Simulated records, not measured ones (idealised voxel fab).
The following process module bears the name voxel self aligned contacts.
Xsec cut, 165 nm wide, square cell size 5 nm.
Each cross-section below is a grid of square cells, stated as bands in top-down order, with one or more rows of cells making up each band.
The entry gives the band's vertical extent as a top height and a bottom height in nm, then its horizontal make-up as materials from left to right, each with a width in nm. "air" stands for empty space; a single material marked "full width" fills the band edge to edge.
Measure heights from 0. That's the level where, below it, the as-received wafer is all one material. The lowest band is bottomless and extends downward; write it as in "z 0 and below".
A two-number width, for instance "30->40", indicates that the width is equal to the first number in the top row of the band and to the second number in the bottom row, and that it changes by a constant amount per row of cells.
Basically "nothing got changed" means that step didn't change any cell in the cross-section.
In the "Entrapped voids" entry, you get each enclosed empty space of 8 cells or more, one with no open way to the top, written width x height at distance, distance from the left edge, in nm.
If you see something after the settings on a step's line, that's the simulator's own remark about that step.
The optional step-line setting "overlay nm" applies to steps with a mask and quantifies how far to the right of its planned location the mask lay, a negative value indicating leftward placement.
# Set out below are the planned steps of the process
1. RECEIVE: material Si
2. OXIDIZE: depth nm 5
3. DIRECTIONAL_DEP: material polySi, thk nm 30
4. DIRECTIONAL_DEP: material SiN, thk nm 15
5. PATTERN: tone cover, mask id GATE, material resist, width nm 30, pitch nm 60, thk nm 15, overlay nm 0
6. DIRECTIONAL_ETCH: etch materials SiN, depth nm 15
7. DIRECTIONAL_ETCH: etch materials polySi, depth nm 30
8. STRIP: etch materials resist
9. CONFORMAL_DEP: material SiN, thk nm 5
10. DIRECTIONAL_ETCH: etch materials SiN, depth nm 5
11. FILL_DEP: material SiO2, thk nm 20
12. CMP: height nm 55
13. PATTERN: tone open, mask id CONTACT, material resist, width nm 40, thk nm 15, overlay nm 0
14. DIRECTIONAL_ETCH: etch materials SiO2, depth nm 60
15. STRIP: etch materials resist
16. CONFORMAL_DEP: material TiN, thk nm 5
17. FILL_DEP: material Ru, thk nm 10
18. CMP: height nm 55
19. CONFORMAL_DEP: material SiN, thk nm 5
# as received, after step 1
> z 0 and below = Si full width
> Entrapped voids: none
# Result of the module, cross-sectioned: start per above, plan per above, one error in how it was run
> z 60 to 55 = SiN full width
> z 55 to 45 = SiO2 60 nm / TiN 5->15 nm / Ru 30->10 nm / TiN 5->15 nm / SiO2 65 nm
> z 45 to 20 = SiO2 30 nm / SiN 5 nm / polySi 30 nm / SiN 5 nm / TiN 5 nm / Ru 10 nm / TiN 5 nm / SiN 5 nm / polySi 30 nm / SiN 5 nm / SiO2 35 nm
> z 20 to 15 = SiO2 30 nm / SiN 5 nm / polySi 30 nm / SiN 5 nm / TiN 20 nm / SiN 5 nm / polySi 30 nm / SiN 5 nm / SiO2 35 nm
> z 15 to 0 = SiN full width
> z 0 to -5 = SiO2 full width
> z -5 and below = Si full width
> Entrapped voids: none
Error vs. plan: the intended sequence of steps 3 and 4 was reversed during processing, with each occupying the position of the other
